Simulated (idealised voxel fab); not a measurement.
Process module under the name voxel self aligned contacts
195 nm wide, 5 nm square cells: that's cross-section cut.
The cross-sections in this document take the form of a grid made of square cells. They are written out as bands, in order from top to bottom. Each band consists of one or more rows of cells. Heights first: top, then bottom, in nm. Then materials, left to right, each with a width in nm. "throughout" on a single material: fills the band edge to edge. "blank": empty space. Heads up on the height convention: 0 is the point under which the incoming wafer is all one material, and the lowest band has no bottom, it just keeps going down, like "z 0 and below". Read "30->40" as a graded width: first number on top, second number at the bottom, same change between each pair of neighbouring rows. Any step labelled "remained unchanged" changed none of the cells in the cross-section. For the entry "Closed void register", the listed items are empty spaces with no open way to the top whose size is 8 cells or more; each item follows the pattern width x height at distance, where distance is from the left edge and all three are in nm. Read whatever lies past the settings on a step's line as the simulator's own remark about the step. "overlay nm", when on a step's line for a step with a mask, measures how far to the right of its planned place the mask lay; a negative measure means to the left. The remainder of this document consists of a sequence of paired cross-sections. Each pair presents the cross-section prior to one process step together with the cross-section following it, the latter being rendered only as deep as the lowest band that underwent change. The intervening step, together with its settings, is stated beneath each pair. Because the pairs may originate from different runs of this module on the same starting wafer, a given pair is to be read as continuing from the preceding pair only where its entry headed "State on entry" so indicates.
State on entry
> z 60 to 40 = SiO2 throughout
> z 40 to 30 = 10 SiO2, 45 SiN, 20 SiO2, 45 SiN, 20 SiO2, 45 SiN, 10 SiO2
> z 30 to 20 = SiN throughout
> z 20 to 0 = polySi throughout
> z 0 to -5 = SiO2 throughout
> z -5 and below = Si throughout
> Closed void register: none
Resulting Cross-Section
> z 50 to 40 = SiO2 throughout
> Below 40, the layers are the same as they were.
> Closed void register: none
Step taken after the before cross-section and before the after cross-section above: CMP (height nm 50)
State on entry: nothing new to draw here, it's the after view of the pair just above.
Resulting Cross-Section
> z 70 to 50 = 40 resist, 50 blank, 15 resist, 50 blank, 40 resist
> Below 50, the layers are the same as they were.
> Closed void register: none
Step taken after the before cross-section and before the after cross-section above: PATTERN (tone open; mask id CONTACT; material resist; width nm 50; pitch nm 65; thk nm 20; overlay nm 0)
State on entry: nothing new to draw here, it's the after view of the pair just above.
Resulting Cross-Section
> z 70 to 50 = 40 resist, 50 blank, 15 resist, 50 blank, 40 resist
> z 50 to 40 = 40 SiO2, 50 blank, 15 SiO2, 50 blank, 40 SiO2
> z 40 to 30 = 10 SiO2, 45 SiN, 20 blank, 45 SiN, 20 blank, 45 SiN, 10 SiO2
> Below 30, the layers are the same as they were.
> Closed void register: none
Step taken after the before cross-section and before the after cross-section above: DIRECTIONAL_ETCH (etch materials SiO2; depth nm 55)
State on entry: nothing new to draw here, it's the after view of the pair just above.
Resulting Cross-Section
> z 50 to 40 = 40 SiO2, 50 blank, 15 SiO2, 50 blank, 40 SiO2
> Below 40, the layers are the same as they were.
> Closed void register: none
Step taken after the before cross-section and before the after cross-section above: STRIP (etch materials resist)
State on entry: nothing new to draw here, it's the after view of the pair just above.
Resulting Cross-Section
> z 55 to 50 = 45 TiN, 40 blank, 25 TiN, 40 blank, 45 TiN
> z 50 to 40 = 40 SiO2, 5->20 TiN, 40->10 blank, 5->20 TiN, 15 SiO2, 5->20 TiN, 40->10 blank, 5->20 TiN, 40 SiO2
> z 40 to 35 = 10 SiO2, 45 SiN, 5 TiN, 10 blank, 5 TiN, 45 SiN, 5 TiN, 10 blank, 5 TiN, 45 SiN, 10 SiO2
> z 35 to 30 = 10 SiO2, 45 SiN, 20 TiN, 45 SiN, 20 TiN, 45 SiN, 10 SiO2
> Below 30, the layers are the same as they were.
> Closed void register: none
Step taken after the before cross-section and before the after cross-section above: CONFORMAL_DEP (material TiN; thk nm 5)
State on entry: nothing new to draw here, it's the after view of the pair just above.
Resulting Cross-Section
> z 60 to 55 = Ru throughout
> z 55 to 50 = 45 TiN, 40 Ru, 25 TiN, 40 Ru, 45 TiN
> z 50 to 40 = 40 SiO2, 5->20 TiN, 40->10 Ru, 5->20 TiN, 15 SiO2, 5->20 TiN, 40->10 Ru, 5->20 TiN, 40 SiO2
> z 40 to 35 = 10 SiO2, 45 SiN, 5 TiN, 10 Ru, 5 TiN, 45 SiN, 5 TiN, 10 Ru, 5 TiN, 45 SiN, 10 SiO2
> Below 35, the layers are the same as they were.
> Closed void register: none
Step taken after the before cross-section and before the after cross-section above: FILL_DEP (material Ru; thk nm 5)
State on entry: nothing new to draw here, it's the after view of the pair just above.
Resulting Cross-Section
> z 50 to 40 = 40 SiO2, 5->20 TiN, 40->10 Ru, 5->20 TiN, 15 SiO2, 5->20 TiN, 40->10 Ru, 5->20 TiN, 40 SiO2
> Below 40, the layers are the same as they were.
> Closed void register: none
Step taken after the before cross-section and before the after cross-section above: CMP (height nm 50)
State on entry: nothing new to draw here, it's the after view of the pair just above.
Resulting Cross-Section
> z 55 to 50 = SiCN throughout
> Below 50, the layers are the same as they were.
> Closed void register: none
Step taken after the before cross-section and before the after cross-section above: CONFORMAL_DEP (material SiCN; thk nm 5)
State on entry
> z 55 to 40 = aC throughout
> z 40 to 20 = SiN throughout
> z 20 to 0 = polySi throughout
> z 0 to -5 = SiO2 throughout
> z -5 and below = Si throughout
> Closed void register: none
Resulting Cross-Section
> z 85 to 55 = 25 blank, 20 resist, 45 blank, 20 resist, 45 blank, 20 resist, 20 blank
> Below 55, the layers are the same as they were.
> Closed void register: none
Step taken after the before cross-section and before the after cross-section above: PATTERN (tone cover; mask id GATE; material resist; width nm 20; pitch nm 65; thk nm 30; overlay nm 0)
State on entry: nothing new to draw here, it's the after view of the pair just above.
Resulting Cross-Section
> z 70 to 55 = 25 blank, 20 resist, 45 blank, 20 resist, 45 blank, 20 resist, 20 blank
> z 55 to 40 = 25 blank, 20 aC, 45 blank, 20 aC, 45 blank, 20 aC, 20 blank
> Below 40, the layers are the same as they were.
> Closed void register: none
Step taken after the before cross-section and before the after cross-section above: DIRECTIONAL_ETCH (etch materials aC; depth nm 15)
State on entry: nothing new to draw here, it's the after view of the pair just above.
Resulting Cross-Section
> z 55 to 40 = 25 blank, 20 aC, 45 blank, 20 aC, 45 blank, 20 aC, 20 blank
> Below 40, the layers are the same as they were.
> Closed void register: none
Step taken after the before cross-section and before the after cross-section above: STRIP (etch materials resist)
State on entry: nothing new to draw here, it's the after view of the pair just above.
Resulting Cross-Section
> z 55 to 40 = 25 blank, 20 aC, 45 blank, 20 aC, 45 blank, 20 aC, 20 blank
> z 40 to 20 = 25 blank, 20 SiN, 45 blank, 20 SiN, 45 blank, 20 SiN, 20 blank
> Below 20, the layers are the same as they were.
> Closed void register: none
Step taken after the before cross-section and before the after cross-section above: DIRECTIONAL_ETCH (etch materials SiN; depth nm 20)
State on entry: nothing new to draw here, it's the after view of the pair just above.
Resulting Cross-Section
> z 55 to 40 = 25 blank, 20 aC, 45 blank, 20 aC, 45 blank, 20 aC, 20 blank
> z 40 to 20 = 25 blank, 20 SiN, 45 blank, 20 SiN, 45 blank, 20 SiN, 20 blank
> z 20 to 0 = 25 blank, 20 polySi, 45 blank, 20 polySi, 45 blank, 20 polySi, 20 blank
> Below 0, the layers are the same as they were.
> Closed void register: none
Step taken after the before cross-section and before the after cross-section above: DIRECTIONAL_ETCH (etch materials polySi; depth nm 20)
State on entry: nothing new to draw here, it's the after view of the pair just above.
Resulting Cross-Section
> z 40 to 20 = 25 blank, 20 SiN, 45 blank, 20 SiN, 45 blank, 20 SiN, 20 blank
> Below 20, the layers are the same as they were.
> Closed void register: none
Step taken after the before cross-section and before the after cross-section above: STRIP (etch materials aC)
State on entry: nothing new to draw here, it's the after view of the pair just above.
Resulting Cross-Section
> z 50 to 20 = 15 blank, 40 SiN, 25 blank, 40 SiN, 25 blank, 40 SiN, 10 blank
> z 20 to 10 = 15 blank, 10 SiN, 20 polySi, 10 SiN, 25 blank, 10 SiN, 20 polySi, 10 SiN, 25 blank, 10 SiN, 20 polySi, 10 SiN, 10 blank
> z 10 to 0 = 25 SiN, 20 polySi, 45 SiN, 20 polySi, 45 SiN, 20 polySi, 20 SiN
> Below 0, the layers are the same as they were.
> Closed void register: none
Step taken after the before cross-section and before the after cross-section above: CONFORMAL_DEP (material SiN; thk nm 10)
State on entry: nothing new to draw here, it's the after view of the pair just above.
Resulting Cross-Section
> z 40 to 20 = 15 blank, 40 SiN, 25 blank, 40 SiN, 25 blank, 40 SiN, 10 blank
> z 20 to 0 = 15 blank, 10 SiN, 20 polySi, 10 SiN, 25 blank, 10 SiN, 20 polySi, 10 SiN, 25 blank, 10 SiN, 20 polySi, 10 SiN, 10 blank
> Below 0, the layers are the same as they were.
> Closed void register: none
Step taken after the before cross-section and before the after cross-section above: DIRECTIONAL_ETCH (etch materials SiN; depth nm 10)
State on entry: nothing new to draw here, it's the after view of the pair just above.
Resulting Cross-Section
> z 60 to 40 = SiO2 throughout
> z 40 to 20 = 15 SiO2, 40 SiN, 25 SiO2, 40 SiN, 25 SiO2, 40 SiN, 10 SiO2
> z 20 to 0 = 15 SiO2, 10 SiN, 20 polySi, 10 SiN, 25 SiO2, 10 SiN, 20 polySi, 10 SiN, 25 SiO2, 10 SiN, 20 polySi, 10 SiN, 10 SiO2
> Below 0, the layers are the same as they were.
> Closed void register: none
Step taken after the before cross-section and before the after cross-section above: FILL_DEP (material SiO2; thk nm 20)
State on entry: nothing new to draw here, it's the after view of the pair just above.
Resulting Cross-Section
> z 50 to 40 = SiO2 throughout
> Below 40, the layers are the same as they were.
> Closed void register: none
Step taken after the before cross-section and before the after cross-section above: CMP (height nm 50)
State on entry: nothing new to draw here, it's the after view of the pair just above.
Resulting Cross-Section
> z 70 to 50 = 40 resist, 50 blank, 15 resist, 50 blank, 40 resist
> Below 50, the layers are the same as they were.
> Closed void register: none
Step taken after the before cross-section and before the after cross-section above: PATTERN (tone open; mask id CONTACT; material resist; width nm 50; pitch nm 65; thk nm 20; overlay nm 0)
State on entry: nothing new to draw here, it's the after view of the pair just above.
Resulting Cross-Section
> z 70 to 50 = 40 resist, 50 blank, 15 resist, 50 blank, 40 resist
> z 50 to 40 = 40 SiO2, 50 blank, 15 SiO2, 50 blank, 40 SiO2
> z 40 to 20 = 15 SiO2, 40 SiN, 25 blank, 40 SiN, 25 blank, 40 SiN, 10 SiO2
> z 20 to 0 = 15 SiO2, 10 SiN, 20 polySi, 10 SiN, 25 blank, 10 SiN, 20 polySi, 10 SiN, 25 blank, 10 SiN, 20 polySi, 10 SiN, 10 SiO2
> z 0 to -5 = 55 SiO2, 25 blank, 40 SiO2, 25 blank, 50 SiO2
> Below -5, the layers are the same as they were.
> Closed void register: none
Step taken after the before cross-section and before the after cross-section above: DIRECTIONAL_ETCH (etch materials SiO2; depth nm 55)
State on entry: nothing new to draw here, it's the after view of the pair just above.
Resulting Cross-Section
> z 50 to 40 = 40 SiO2, 50 blank, 15 SiO2, 50 blank, 40 SiO2
> Below 40, the layers are the same as they were.
> Closed void register: none
Step taken after the before cross-section and before the after cross-section above: STRIP (etch materials resist)
State on entry: nothing new to draw here, it's the after view of the pair just above.
Resulting Cross-Section
> z 55 to 50 = 45 TiN, 40 blank, 25 TiN, 40 blank, 45 TiN
> z 50 to 40 = 40 SiO2, 5->20 TiN, 40->15 blank, 5->15 TiN, 15 SiO2, 5->20 TiN, 40->15 blank, 5->15 TiN, 40 SiO2
> z 40 to 20 = 15 SiO2, 40 SiN, 5 TiN, 15 blank, 5 TiN, 40 SiN, 5 TiN, 15 blank, 5 TiN, 40 SiN, 10 SiO2
> z 20 to 0 = 15 SiO2, 10 SiN, 20 polySi, 10 SiN, 5 TiN, 15 blank, 5 TiN, 10 SiN, 20 polySi, 10 SiN, 5 TiN, 15 blank, 5 TiN, 10 SiN, 20 polySi, 10 SiN, 10 SiO2
> z 0 to -5 = 55 SiO2, 25 TiN, 40 SiO2, 25 TiN, 50 SiO2
> Below -5, the layers are the same as they were.
> Closed void register: none
Step taken after the before cross-section and before the after cross-section above: CONFORMAL_DEP (material TiN; thk nm 5)
State on entry: nothing new to draw here, it's the after view of the pair just above.
Resulting Cross-Section
> z 60 to 55 = Ru throughout
> z 55 to 50 = 45 TiN, 40 Ru, 25 TiN, 40 Ru, 45 TiN
> z 50 to 40 = 40 SiO2, 5->20 TiN, 40->15 Ru, 5->15 TiN, 15 SiO2, 5->20 TiN, 40->15 Ru, 5->15 TiN, 40 SiO2
> z 40 to 20 = 15 SiO2, 40 SiN, 5 TiN, 15 Ru, 5 TiN, 40 SiN, 5 TiN, 15 Ru, 5 TiN, 40 SiN, 10 SiO2
> z 20 to 0 = 15 SiO2, 10 SiN, 20 polySi, 10 SiN, 5 TiN, 15 Ru, 5 TiN, 10 SiN, 20 polySi, 10 SiN, 5 TiN, 15 Ru, 5 TiN, 10 SiN, 20 polySi, 10 SiN, 10 SiO2
> Below 0, the layers are the same as they were.
> Closed void register: none
Step taken after the before cross-section and before the after cross-section above: FILL_DEP (material Ru; thk nm 5)
State on entry: nothing new to draw here, it's the after view of the pair just above.
Resulting Cross-Section
> z 50 to 40 = 40 SiO2, 5->20 TiN, 40->15 Ru, 5->15 TiN, 15 SiO2, 5->20 TiN, 40->15 Ru, 5->15 TiN, 40 SiO2
> Below 40, the layers are the same as they were.
> Closed void register: none
Step taken after the before cross-section and before the after cross-section above: CMP (height nm 50)
State on entry: nothing new to draw here, it's the after view of the pair just above.
Resulting Cross-Section
> z 55 to 50 = SiCN throughout
> Below 50, the layers are the same as they were.
> Closed void register: none
Step taken after the before cross-section and before the after cross-section above: CONFORMAL_DEP (material SiCN; thk nm 5)
State on entry
> z 50 to 40 = SiO2 throughout
> z 40 to 20 = 10 SiO2, 45 SiN, 20 SiO2, 45 SiN, 20 SiO2, 45 SiN, 10 SiO2
> z 20 to 0 = 10 SiO2, 10 SiN, 25 polySi, 10 SiN, 20 SiO2, 10 SiN, 25 polySi, 10 SiN, 20 SiO2, 10 SiN, 25 polySi, 10 SiN, 10 SiO2
> z 0 to -5 = SiO2 throughout
> z -5 and below = Si throughout
> Closed void register: none
Resulting Cross-Section
> z 70 to 50 = 50 resist, 50 blank, 15 resist, 50 blank, 30 resist
> Below 50, the layers are the same as they were.
> Closed void register: none
Step taken after the before cross-section and before the after cross-section above: PATTERN (tone open; mask id CONTACT; material resist; width nm 50; pitch nm 65; thk nm 20; overlay nm 10)
State on entry: nothing new to draw here, it's the after view of the pair just above.
Resulting Cross-Section
> z 70 to 50 = 50 resist, 50 blank, 15 resist, 50 blank, 30 resist
> z 50 to 40 = 50 SiO2, 50 blank, 15 SiO2, 50 blank, 30 SiO2
> z 40 to 20 = 10 SiO2, 45 SiN, 20 blank, 45 SiN, 20 blank, 45 SiN, 10 SiO2
> z 20 to 0 = 10 SiO2, 10 SiN, 25 polySi, 10 SiN, 20 blank, 10 SiN, 25 polySi, 10 SiN, 20 blank, 10 SiN, 25 polySi, 10 SiN, 10 SiO2
> z 0 to -5 = 55 SiO2, 20 blank, 45 SiO2, 20 blank, 55 SiO2
> Below -5, the layers are the same as they were.
> Closed void register: none
Step taken after the before cross-section and before the after cross-section above: DIRECTIONAL_ETCH (etch materials SiO2; depth nm 55)
State on entry: nothing new to draw here, it's the after view of the pair just above.
Resulting Cross-Section
> z 50 to 40 = 50 SiO2, 50 blank, 15 SiO2, 50 blank, 30 SiO2
> Below 40, the layers are the same as they were.
> Closed void register: none
Step taken after the before cross-section and before the after cross-section above: STRIP (etch materials resist)
State on entry: nothing new to draw here, it's the after view of the pair just above.
Resulting Cross-Section
> z 55 to 50 = 55 TiN, 40 blank, 25 TiN, 40 blank, 35 TiN
> z 50 to 40 = 50 SiO2, 5->10 TiN, 40->10 blank, 5->30 TiN, 15 SiO2, 5->10 TiN, 40->10 blank, 5->30 TiN, 30 SiO2
> z 40 to 20 = 10 SiO2, 45 SiN, 5 TiN, 10 blank, 5 TiN, 45 SiN, 5 TiN, 10 blank, 5 TiN, 45 SiN, 10 SiO2
> z 20 to 0 = 10 SiO2, 10 SiN, 25 polySi, 10 SiN, 5 TiN, 10 blank, 5 TiN, 10 SiN, 25 polySi, 10 SiN, 5 TiN, 10 blank, 5 TiN, 10 SiN, 25 polySi, 10 SiN, 10 SiO2
> z 0 to -5 = 55 SiO2, 20 TiN, 45 SiO2, 20 TiN, 55 SiO2
> Below -5, the layers are the same as they were.
> Closed void register: none
Step taken after the before cross-section and before the after cross-section above: CONFORMAL_DEP (material TiN; thk nm 5)
State on entry: nothing new to draw here, it's the after view of the pair just above.
Resulting Cross-Section
> z 60 to 55 = Ru throughout
> z 55 to 50 = 55 TiN, 40 Ru, 25 TiN, 40 Ru, 35 TiN
> z 50 to 40 = 50 SiO2, 5->10 TiN, 40->10 Ru, 5->30 TiN, 15 SiO2, 5->10 TiN, 40->10 Ru, 5->30 TiN, 30 SiO2
> z 40 to 20 = 10 SiO2, 45 SiN, 5 TiN, 10 Ru, 5 TiN, 45 SiN, 5 TiN, 10 Ru, 5 TiN, 45 SiN, 10 SiO2
> z 20 to 0 = 10 SiO2, 10 SiN, 25 polySi, 10 SiN, 5 TiN, 10 Ru, 5 TiN, 10 SiN, 25 polySi, 10 SiN, 5 TiN, 10 Ru, 5 TiN, 10 SiN, 25 polySi, 10 SiN, 10 SiO2
> Below 0, the layers are the same as they were.
> Closed void register: none
Step taken after the before cross-section and before the after cross-section above: FILL_DEP (material Ru; thk nm 5)
State on entry: nothing new to draw here, it's the after view of the pair just above.
Resulting Cross-Section
> z 50 to 40 = 50 SiO2, 5->10 TiN, 40->10 Ru, 5->30 TiN, 15 SiO2, 5->10 TiN, 40->10 Ru, 5->30 TiN, 30 SiO2
> Below 40, the layers are the same as they were.
> Closed void register: none
Step taken after the before cross-section and before the after cross-section above: CMP (height nm 50)
State on entry: nothing new to draw here, it's the after view of the pair just above.
Resulting Cross-Section
> z 55 to 50 = SiCN throughout
> Below 50, the layers are the same as they were.
> Closed void register: none
Step taken after the before cross-section and before the after cross-section above: CONFORMAL_DEP (material SiCN; thk nm 5)
State on entry
> z 50 to 40 = 40 SiO2, 50 blank, 15 SiO2, 50 blank, 40 SiO2
> z 40 to 20 = 10 SiO2, 45 SiN, 20 blank, 45 SiN, 20 blank, 45 SiN, 10 SiO2
> z 20 to 0 = 10 SiO2, 10 SiN, 25 polySi, 10 SiN, 20 blank, 10 SiN, 25 polySi, 10 SiN, 20 blank, 10 SiN, 25 polySi, 10 SiN, 10 SiO2
> z 0 to -5 = 55 SiO2, 20 blank, 45 SiO2, 20 blank, 55 SiO2
> z -5 and below = Si throughout
> Closed void register: none
Resulting Cross-Section
> z 55 to 50 = 45 polySi, 40 blank, 25 polySi, 40 blank, 45 polySi
> z 50 to 40 = 40 SiO2, 5->20 polySi, 40->10 blank, 5->20 polySi, 15 SiO2, 5->20 polySi, 40->10 blank, 5->20 polySi, 40 SiO2
> z 40 to 20 = 10 SiO2, 45 SiN, 5 polySi, 10 blank, 5 polySi, 45 SiN, 5 polySi, 10 blank, 5 polySi, 45 SiN, 10 SiO2
> z 20 to 0 = 10 SiO2, 10 SiN, 25 polySi, 10 SiN, 5 polySi, 10 blank, 5 polySi, 10 SiN, 25 polySi, 10 SiN, 5 polySi, 10 blank, 5 polySi, 10 SiN, 25 polySi, 10 SiN, 10 SiO2
> z 0 to -5 = 55 SiO2, 20 polySi, 45 SiO2, 20 polySi, 55 SiO2
> Below -5, the layers are the same as they were.
> Closed void register: none
Step taken after the before cross-section and before the after cross-section above: CONFORMAL_DEP (material polySi; thk nm 5)
State on entry: nothing new to draw here, it's the after view of the pair just above.
Resulting Cross-Section
> z 60 to 55 = Ru throughout
> z 55 to 50 = 45 polySi, 40 Ru, 25 polySi, 40 Ru, 45 polySi
> z 50 to 40 = 40 SiO2, 5->20 polySi, 40->10 Ru, 5->20 polySi, 15 SiO2, 5->20 polySi, 40->10 Ru, 5->20 polySi, 40 SiO2
> z 40 to 20 = 10 SiO2, 45 SiN, 5 polySi, 10 Ru, 5 polySi, 45 SiN, 5 polySi, 10 Ru, 5 polySi, 45 SiN, 10 SiO2
> z 20 to 0 = 10 SiO2, 10 SiN, 25 polySi, 10 SiN, 5 polySi, 10 Ru, 5 polySi, 10 SiN, 25 polySi, 10 SiN, 5 polySi, 10 Ru, 5 polySi, 10 SiN, 25 polySi, 10 SiN, 10 SiO2
> Below 0, the layers are the same as they were.
> Closed void register: none
Step taken after the before cross-section and before the after cross-section above: FILL_DEP (material Ru; thk nm 5)
State on entry: nothing new to draw here, it's the after view of the pair just above.
Resulting Cross-Section
> z 50 to 40 = 40 SiO2, 5->20 polySi, 40->10 Ru, 5->20 polySi, 15 SiO2, 5->20 polySi, 40->10 Ru, 5->20 polySi, 40 SiO2
> Below 40, the layers are the same as they were.
> Closed void register: none
Step taken after the before cross-section and before the after cross-section above: CMP (height nm 50)
State on entry: nothing new to draw here, it's the after view of the pair just above.
Resulting Cross-Section
> z 55 to 50 = SiCN throughout
> Below 50, the layers are the same as they were.
> Closed void register: none
Step taken after the before cross-section and before the after cross-section above: CONFORMAL_DEP (material SiCN; thk nm 5)
State on entry
> z 55 to 40 = aC throughout
> z 40 to 20 = SiN throughout
> z 20 to 0 = polySi throughout
> z 0 to -5 = SiO2 throughout
> z -5 and below = Si throughout
> Closed void register: none
Resulting Cross-Section
> z 85 to 55 = 20 resist, 25 blank, 40 resist, 25 blank, 40 resist, 25 blank, 20 resist
> Below 55, the layers are the same as they were.
> Closed void register: none
Step taken after the before cross-section and before the after cross-section above: PATTERN (tone open; mask id GATE; material resist; width nm 25; pitch nm 65; thk nm 30; overlay nm 0)
State on entry: nothing new to draw here, it's the after view of the pair just above.
Resulting Cross-Section
> z 70 to 55 = 20 resist, 25 blank, 40 resist, 25 blank, 40 resist, 25 blank, 20 resist
> z 55 to 40 = 20 aC, 25 blank, 40 aC, 25 blank, 40 aC, 25 blank, 20 aC
> Below 40, the layers are the same as they were.
> Closed void register: none
Step taken after the before cross-section and before the after cross-section above: DIRECTIONAL_ETCH (etch materials aC; depth nm 15)
State on entry: nothing new to draw here, it's the after view of the pair just above.
Resulting Cross-Section
> z 55 to 40 = 20 aC, 25 blank, 40 aC, 25 blank, 40 aC, 25 blank, 20 aC
> Below 40, the layers are the same as they were.
> Closed void register: none
Step taken after the before cross-section and before the after cross-section above: STRIP (etch materials resist)
State on entry: nothing new to draw here, it's the after view of the pair just above.
Resulting Cross-Section
> z 55 to 40 = 20 aC, 25 blank, 40 aC, 25 blank, 40 aC, 25 blank, 20 aC
> z 40 to 20 = 20 SiN, 25 blank, 40 SiN, 25 blank, 40 SiN, 25 blank, 20 SiN
> Below 20, the layers are the same as they were.
> Closed void register: none
Step taken after the before cross-section and before the after cross-section above: DIRECTIONAL_ETCH (etch materials SiN; depth nm 20)
State on entry: nothing new to draw here, it's the after view of the pair just above.
Resulting Cross-Section
> z 55 to 40 = 20 aC, 25 blank, 40 aC, 25 blank, 40 aC, 25 blank, 20 aC
> z 40 to 20 = 20 SiN, 25 blank, 40 SiN, 25 blank, 40 SiN, 25 blank, 20 SiN
> z 20 to 0 = 20 polySi, 25 blank, 40 polySi, 25 blank, 40 polySi, 25 blank, 20 polySi
> Below 0, the layers are the same as they were.
> Closed void register: none
Step taken after the before cross-section and before the after cross-section above: DIRECTIONAL_ETCH (etch materials polySi; depth nm 20)
State on entry: nothing new to draw here, it's the after view of the pair just above.
Resulting Cross-Section
> z 40 to 20 = 20 SiN, 25 blank, 40 SiN, 25 blank, 40 SiN, 25 blank, 20 SiN
> Below 20, the layers are the same as they were.
> Closed void register: none
Step taken after the before cross-section and before the after cross-section above: STRIP (etch materials aC)
State on entry: nothing new to draw here, it's the after view of the pair just above.
Resulting Cross-Section
> z 50 to 20 = 30 SiN, 5 blank, 60 SiN, 5 blank, 60 SiN, 5 blank, 30 SiN
> z 20 to 10 = 20 polySi, 10 SiN, 5 blank, 10 SiN, 40 polySi, 10 SiN, 5 blank, 10 SiN, 40 polySi, 10 SiN, 5 blank, 10 SiN, 20 polySi
> z 10 to 0 = 20 polySi, 25 SiN, 40 polySi, 25 SiN, 40 polySi, 25 SiN, 20 polySi
> Below 0, the layers are the same as they were.
> Closed void register: none
Step taken after the before cross-section and before the after cross-section above: CONFORMAL_DEP (material SiN; thk nm 10)
State on entry: nothing new to draw here, it's the after view of the pair just above.
Resulting Cross-Section
> z 40 to 20 = 30 SiN, 5 blank, 60 SiN, 5 blank, 60 SiN, 5 blank, 30 SiN
> z 20 to 0 = 20 polySi, 10 SiN, 5 blank, 10 SiN, 40 polySi, 10 SiN, 5 blank, 10 SiN, 40 polySi, 10 SiN, 5 blank, 10 SiN, 20 polySi
> Below 0, the layers are the same as they were.
> Closed void register: none
Step taken after the before cross-section and before the after cross-section above: DIRECTIONAL_ETCH (etch materials SiN; depth nm 10)
State on entry: nothing new to draw here, it's the after view of the pair just above.
Resulting Cross-Section
> z 60 to 40 = SiO2 throughout
> z 40 to 20 = 30 SiN, 5 SiO2, 60 SiN, 5 SiO2, 60 SiN, 5 SiO2, 30 SiN
> z 20 to 0 = 20 polySi, 10 SiN, 5 SiO2, 10 SiN, 40 polySi, 10 SiN, 5 SiO2, 10 SiN, 40 polySi, 10 SiN, 5 SiO2, 10 SiN, 20 polySi
> Below 0, the layers are the same as they were.
> Closed void register: none
Step taken after the before cross-section and before the after cross-section above: FILL_DEP (material SiO2; thk nm 20)
State on entry: nothing new to draw here, it's the after view of the pair just above.
Resulting Cross-Section
> z 50 to 40 = SiO2 throughout
> Below 40, the layers are the same as they were.
> Closed void register: none
Step taken after the before cross-section and before the after cross-section above: CMP (height nm 50)
State on entry: nothing new to draw here, it's the after view of the pair just above.
Resulting Cross-Section
> z 70 to 50 = 40 resist, 50 blank, 15 resist, 50 blank, 40 resist
> Below 50, the layers are the same as they were.
> Closed void register: none
Step taken after the before cross-section and before the after cross-section above: PATTERN (tone open; mask id CONTACT; material resist; width nm 50; pitch nm 65; thk nm 20; overlay nm 0)
State on entry: nothing new to draw here, it's the after view of the pair just above.
Resulting Cross-Section
> z 70 to 50 = 40 resist, 50 blank, 15 resist, 50 blank, 40 resist
> z 50 to 40 = 40 SiO2, 50 blank, 15 SiO2, 50 blank, 40 SiO2
> Below 40, the layers are the same as they were.
> Closed void register: none
Step taken after the before cross-section and before the after cross-section above: DIRECTIONAL_ETCH (etch materials SiO2; depth nm 55)
State on entry: nothing new to draw here, it's the after view of the pair just above.
Resulting Cross-Section
> z 50 to 40 = 40 SiO2, 50 blank, 15 SiO2, 50 blank, 40 SiO2
> Below 40, the layers are the same as they were.
> Closed void register: none
Step taken after the before cross-section and before the after cross-section above: STRIP (etch materials resist)
State on entry: nothing new to draw here, it's the after view of the pair just above.
Resulting Cross-Section
> z 55 to 50 = 45 TiN, 40 blank, 25 TiN, 40 blank, 45 TiN
> z 50 to 45 = 40 SiO2, 5 TiN, 40 blank, 5 TiN, 15 SiO2, 5 TiN, 40 blank, 5 TiN, 40 SiO2
> z 45 to 40 = 40 SiO2, 50 TiN, 15 SiO2, 50 TiN, 40 SiO2
> Below 40, the layers are the same as they were.
> Closed void register: none
Step taken after the before cross-section and before the after cross-section above: CONFORMAL_DEP (material TiN; thk nm 5)
State on entry: nothing new to draw here, it's the after view of the pair just above.
Resulting Cross-Section
> z 60 to 55 = Ru throughout
> z 55 to 50 = 45 TiN, 40 Ru, 25 TiN, 40 Ru, 45 TiN
> z 50 to 45 = 40 SiO2, 5 TiN, 40 Ru, 5 TiN, 15 SiO2, 5 TiN, 40 Ru, 5 TiN, 40 SiO2
> Below 45, the layers are the same as they were.
> Closed void register: none
Step taken after the before cross-section and before the after cross-section above: FILL_DEP (material Ru; thk nm 5)
State on entry: nothing new to draw here, it's the after view of the pair just above.
Resulting Cross-Section
> z 50 to 45 = 40 SiO2, 5 TiN, 40 Ru, 5 TiN, 15 SiO2, 5 TiN, 40 Ru, 5 TiN, 40 SiO2
> Below 45, the layers are the same as they were.
> Closed void register: none
Step taken after the before cross-section and before the after cross-section above: CMP (height nm 50)
State on entry: nothing new to draw here, it's the after view of the pair just above.
Resulting Cross-Section
> z 55 to 50 = SiCN throughout
> Below 50, the layers are the same as they were.
> Closed void register: none
Step taken after the before cross-section and before the after cross-section above: CONFORMAL_DEP (material SiCN; thk nm 5)
